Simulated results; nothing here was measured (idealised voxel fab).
The document below concerns the process module designated voxel self aligned contacts.
Cross-section cut spans 300 nm and uses square cells 5 nm in size.
In what follows, cross-sections appear as grids of square cells, described through bands that run from the top down, where every band is one or more rows of cells. It is stipulated that each band's entry specify, in nanometres, the height of the top of the band and then that of its bottom, followed by the materials of the band in left-to-right sequence, each together with its width in nanometres. A single material marked by the word "all across" is understood to fill the band from edge to edge; the word "empty" is understood to denote empty space. Height 0 is the level under which the wafer as received is all one material. The lowest band goes on downwards, as in "from 0 down". Width "30->40": first value at the band's top row of cells, second value at its bottom row, equal change from row to row. What does "nothing altered" mean for a step? It means no cell of the cross-section changed in that step. "Enclosed cavity list": empty spaces of 8 cells or more with no open way to the top, each given as width x height at distance, distance from the left edge, all in nm. Post-settings text on a step line: simulator's own remark regarding the step. When a step includes a mask, the "overlay nm" setting on its line states how far to the right of its planned place that mask lay, and negative values state how far to the left.
Process steps foreseen in the plan:
1: RECEIVE: material Si
2: CONFORMAL_DEP: material SiO2, thk nm 5
3: DIRECTIONAL_DEP: material polySi, thk nm 25
4: DIRECTIONAL_DEP: material SiN, thk nm 20
5: DIRECTIONAL_DEP: material aC, thk nm 10
6: PATTERN: tone cover, mask id GATE, material resist, width nm 25, pitch nm 55, thk nm 30, overlay nm 0
7: DIRECTIONAL_ETCH: etch materials aC, depth nm 10
8: STRIP: etch materials resist
9: DIRECTIONAL_ETCH: etch materials SiN, depth nm 20
10: DIRECTIONAL_ETCH: etch materials polySi, depth nm 25
11: STRIP: etch materials aC
12: CONFORMAL_DEP: material SiN, thk nm 5
13: DIRECTIONAL_ETCH: etch materials SiN, depth nm 5
14: FILL_DEP: material SiO2, thk nm 10
15: CMP: height nm 55
16: MASKED_ETCH: tone open, mask id CONTACT, width nm 40, pitch nm 55, etch materials SiO2, depth nm 55, overlay nm 0
17: CONFORMAL_DEP: material TiN, thk nm 5
18: FILL_DEP: material W, thk nm 5
19: CMP: height nm 55
20: CONFORMAL_DEP: material SiCN, thk nm 5
First of two wafers, processed according to plan:
Wafer cross-section on receipt, i.e. after step 1:
	from 0 down  Si all across
	Enclosed cavity list: none
Upon completion of step 2, the wafer appears in cross-section as shown:
	from 5 to 0  SiO2 all across
	No changes below 0.
Upon completion of step 3, the wafer appears in cross-section as shown:
	from 30 to 5  polySi all across
	No changes below 5.
Upon completion of step 4, the wafer appears in cross-section as shown:
	from 50 to 30  SiN all across
	No changes below 30.
Upon completion of step 5, the wafer appears in cross-section as shown:
	from 60 to 50  aC all across
	No changes below 50.
Upon completion of step 6, the wafer appears in cross-section as shown:
	from 90 to 60  empty (80) | resist (25) | empty (30) | resist (25) | empty (30) | resist (25) | empty (85)
	No changes below 60.
Upon completion of step 7, the wafer appears in cross-section as shown:
	from 80 to 60  empty (80) | resist (25) | empty (30) | resist (25) | empty (30) | resist (25) | empty (85)
	from 60 to 50  empty (80) | aC (25) | empty (30) | aC (25) | empty (30) | aC (25) | empty (85)
	No changes below 50.
Upon completion of step 8, the wafer appears in cross-section as shown:
	from 60 to 50  empty (80) | aC (25) | empty (30) | aC (25) | empty (30) | aC (25) | empty (85)
	No changes below 50.
Upon completion of step 9, the wafer appears in cross-section as shown:
	from 60 to 50  empty (80) | aC (25) | empty (30) | aC (25) | empty (30) | aC (25) | empty (85)
	from 50 to 30  empty (80) | SiN (25) | empty (30) | SiN (25) | empty (30) | SiN (25) | empty (85)
	No changes below 30.
Upon completion of step 10, the wafer appears in cross-section as shown:
	from 60 to 50  empty (80) | aC (25) | empty (30) | aC (25) | empty (30) | aC (25) | empty (85)
	from 50 to 30  empty (80) | SiN (25) | empty (30) | SiN (25) | empty (30) | SiN (25) | empty (85)
	from 30 to 5  empty (80) | polySi (25) | empty (30) | polySi (25) | empty (30) | polySi (25) | empty (85)
	No changes below 5.
Upon completion of step 11, the wafer appears in cross-section as shown:
	from 50 to 30  empty (80) | SiN (25) | empty (30) | SiN (25) | empty (30) | SiN (25) | empty (85)
	No changes below 30.
Upon completion of step 12, the wafer appears in cross-section as shown:
	from 55 to 30  empty (75) | SiN (35) | empty (20) | SiN (35) | empty (20) | SiN (35) | empty (80)
	from 30 to 10  empty (75) | SiN (5) | polySi (25) | SiN (5) | empty (20) | SiN (5) | polySi (25) | SiN (5) | empty (20) | SiN (5) | polySi (25) | SiN (5) | empty (80)
	from 10 to 5  SiN (80) | polySi (25) | SiN (30) | polySi (25) | SiN (30) | polySi (25) | SiN (85)
	No changes below 5.
Upon completion of step 13, the wafer appears in cross-section as shown:
	from 50 to 30  empty (75) | SiN (35) | empty (20) | SiN (35) | empty (20) | SiN (35) | empty (80)
	from 30 to 5  empty (75) | SiN (5) | polySi (25) | SiN (5) | empty (20) | SiN (5) | polySi (25) | SiN (5) | empty (20) | SiN (5) | polySi (25) | SiN (5) | empty (80)
	No changes below 5.
Upon completion of step 14, the wafer appears in cross-section as shown:
	from 60 to 50  SiO2 all across
	from 50 to 30  SiO2 (75) | SiN (35) | SiO2 (20) | SiN (35) | SiO2 (20) | SiN (35) | SiO2 (80)
	from 30 to 5  SiO2 (75) | SiN (5) | polySi (25) | SiN (5) | SiO2 (20) | SiN (5) | polySi (25) | SiN (5) | SiO2 (20) | SiN (5) | polySi (25) | SiN (5) | SiO2 (80)
	No changes below 5.
Upon completion of step 15, the wafer appears in cross-section as shown:
	from 55 to 50  SiO2 all across
	No changes below 50.
Upon completion of step 16, the wafer appears in cross-section as shown:
	from 55 to 50  SiO2 (100) | empty (40) | SiO2 (15) | empty (40) | SiO2 (105)
	from 50 to 30  SiO2 (75) | SiN (35) | empty (20) | SiN (35) | empty (20) | SiN (35) | SiO2 (80)
	from 30 to 5  SiO2 (75) | SiN (5) | polySi (25) | SiN (5) | empty (20) | SiN (5) | polySi (25) | SiN (5) | empty (20) | SiN (5) | polySi (25) | SiN (5) | SiO2 (80)
	from 5 to 0  SiO2 (110) | empty (20) | SiO2 (35) | empty (20) | SiO2 (115)
	No changes below 0.
Upon completion of step 17, the wafer appears in cross-section as shown:
	from 60 to 55  TiN (105) | empty (30) | TiN (25) | empty (30) | TiN (110)
	from 55 to 50  SiO2 (100) | TiN (15) | empty (10) | TiN (15) | SiO2 (15) | TiN (15) | empty (10) | TiN (15) | SiO2 (105)
	from 50 to 30  SiO2 (75) | SiN (35) | TiN (5) | empty (10) | TiN (5) | SiN (35) | TiN (5) | empty (10) | TiN (5) | SiN (35) | SiO2 (80)
	from 30 to 5  SiO2 (75) | SiN (5) | polySi (25) | SiN (5) | TiN (5) | empty (10) | TiN (5) | SiN (5) | polySi (25) | SiN (5) | TiN (5) | empty (10) | TiN (5) | SiN (5) | polySi (25) | SiN (5) | SiO2 (80)
	from 5 to 0  SiO2 (110) | TiN (20) | SiO2 (35) | TiN (20) | SiO2 (115)
	No changes below 0.
Upon completion of step 18, the wafer appears in cross-section as shown:
	from 65 to 60  W all across
	from 60 to 55  TiN (105) | W (30) | TiN (25) | W (30) | TiN (110)
	from 55 to 50  SiO2 (100) | TiN (15) | W (10) | TiN (15) | SiO2 (15) | TiN (15) | W (10) | TiN (15) | SiO2 (105)
	from 50 to 30  SiO2 (75) | SiN (35) | TiN (5) | W (10) | TiN (5) | SiN (35) | TiN (5) | W (10) | TiN (5) | SiN (35) | SiO2 (80)
	from 30 to 5  SiO2 (75) | SiN (5) | polySi (25) | SiN (5) | TiN (5) | W (10) | TiN (5) | SiN (5) | polySi (25) | SiN (5) | TiN (5) | W (10) | TiN (5) | SiN (5) | polySi (25) | SiN (5) | SiO2 (80)
	No changes below 5.
Upon completion of step 19, the wafer appears in cross-section as shown:
	from 55 to 50  SiO2 (100) | TiN (15) | W (10) | TiN (15) | SiO2 (15) | TiN (15) | W (10) | TiN (15) | SiO2 (105)
	No changes below 50.
Upon completion of step 20, the wafer appears in cross-section as shown:
	from 60 to 55  SiCN all across
	No changes below 55.
Wafer two: like wafer one in start and plan, but with one mistake in execution; identical up to and including step 15:
X-section, second wafer, when step 16 was due to finish:
	from 55 to 50  empty (100) | SiO2 (40) | empty (15) | SiO2 (40) | empty (105)
	from 50 to 30  empty (75) | SiN (35) | SiO2 (20) | SiN (35) | SiO2 (20) | SiN (35) | empty (80)
	from 30 to 5  empty (75) | SiN (5) | polySi (25) | SiN (5) | SiO2 (20) | SiN (5) | polySi (25) | SiN (5) | SiO2 (20) | SiN (5) | polySi (25) | SiN (5) | empty (80)
	from 5 to 0  empty (75) | SiO2 (145) | empty (80)
	No changes below 0.
X-section, second wafer, when step 17 was due to finish:
	from 60 to 55  empty (95) | TiN (50) | empty (5) | TiN (50) | empty (100)
	from 55 to 50  empty (70) | TiN (30) | SiO2 (40) | TiN (15) | SiO2 (40) | TiN (30) | empty (75)
	from 50 to 30  empty (70) | TiN (5) | SiN (35) | SiO2 (20) | SiN (35) | SiO2 (20) | SiN (35) | TiN (5) | empty (75)
	from 30 to 5  empty (70) | TiN (5) | SiN (5) | polySi (25) | SiN (5) | SiO2 (20) | SiN (5) | polySi (25) | SiN (5) | SiO2 (20) | SiN (5) | polySi (25) | SiN (5) | TiN (5) | empty (75)
	from 5 to 0  TiN (75) | SiO2 (145) | TiN (80)
	No changes below 0.
X-section, second wafer, when step 18 was due to finish:
	from 65 to 60  W all across
	from 60 to 55  W (95) | TiN (50) | W (5) | TiN (50) | W (100)
	from 55 to 50  W (70) | TiN (30) | SiO2 (40) | TiN (15) | SiO2 (40) | TiN (30) | W (75)
	from 50 to 30  W (70) | TiN (5) | SiN (35) | SiO2 (20) | SiN (35) | SiO2 (20) | SiN (35) | TiN (5) | W (75)
	from 30 to 5  W (70) | TiN (5) | SiN (5) | polySi (25) | SiN (5) | SiO2 (20) | SiN (5) | polySi (25) | SiN (5) | SiO2 (20) | SiN (5) | polySi (25) | SiN (5) | TiN (5) | W (75)
	No changes below 5.
X-section, second wafer, when step 19 was due to finish:
	from 55 to 50  W (70) | TiN (30) | SiO2 (40) | TiN (15) | SiO2 (40) | TiN (30) | W (75)
	No changes below 50.
X-section, second wafer, when step 20 was due to finish:
	from 60 to 55  SiCN all across
	No changes below 55.
Nonconformance to the process plan: step 16 was processed under conditions differing from the plan, specifically as MASKED_ETCH: tone cover, mask id CONTACT, width nm 40, pitch nm 55, etch materials SiO2, depth nm 55, overlay nm 0
At the finish, the second wafer shows more or fewer cells for some materials than the first does: 258 fewer of SiO2, 8 more of TiN, 250 more of W
